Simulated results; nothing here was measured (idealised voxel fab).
The name of this process module is voxel released beams.
Cross-section cut spans 205 nm and uses square cells 5 nm in size.
Cross-section, as written here: a square-cell grid given band by band from the top down, where a band holds one or more rows of cells. Basically the band line says how high the top is and how high the bottom is, in nm, and then what's in it from left to right, every material with its width in nm. Empty space shows up as "empty", and if a single material carries "edge to edge" it runs the full band edge to edge. Height reference: 0 = level under which incoming wafer is all one material. Lowest band: no bottom, runs on downward, e.g. "0 -> down". With a width like "30..40", each row of cells in the band differs from the next by the same amount, the top row carrying the first number and the bottom row the second. "nothing got changed" -> step changed no cross-section cell. Voids not open to the top, 8 cells minimum: see "Trapped void list". Written width x height at distance; distance is from the left edge; nm. The remark found on a step's line after its settings is issued by the simulator itself and pertains to that step. overlay nm: where the mask lay relative to plan, measured to the right, on steps with a mask; negatives go left.
## The planned process steps are enumerated hereunder
1) op RECEIVE | material Si
2) op CONFORMAL_DEP | material SiN | thk nm 5
3) op DIRECTIONAL_DEP | material SiO2 | thk nm 15
4) op PATTERN | tone open | mask id ANCHOR | material resist | width nm 35 | thk nm 20 | overlay nm 0
5) op DIRECTIONAL_ETCH | etch materials SiO2 | depth nm 5
6) op STRIP | etch materials resist
7) op CONFORMAL_DEP | material TiN | thk nm 15
8) op PATTERN | tone cover | mask id BEAM | material resist | width nm 105 | thk nm 15 | overlay nm 0
9) op DIRECTIONAL_ETCH | etch materials TiN | depth nm 15
10) op STRIP | etch materials resist
11) op STRIP | etch materials SiO2
All wafers enter the flow in the same state. The depth nm at step 5 differs from wafer to wafer, and the plan gives the value for the first wafer.
## Cross-section: the first of several wafers in its as-received state, i.e. following step 1
> 0 -> down | Si edge to edge
> Trapped void list: none
## Here is how to read the rows: every wafer has a row, and it shows the wafer at the end of the module, giving for each material how many cells were gained (+) or lost (-) since the wafer was received, then listing its closed voids
depth nm 5; +41 SiN; Trapped void list: none
depth nm 10; +41 SiN; Trapped void list: none
depth nm 15; +41 SiN; +81 TiN; Trapped void list: none
depth nm 20; +41 SiN; +81 TiN; Trapped void list: none
depth nm 25; +41 SiN; +81 TiN; Trapped void list: none
depth nm 30; +41 SiN; +81 TiN; Trapped void list: none
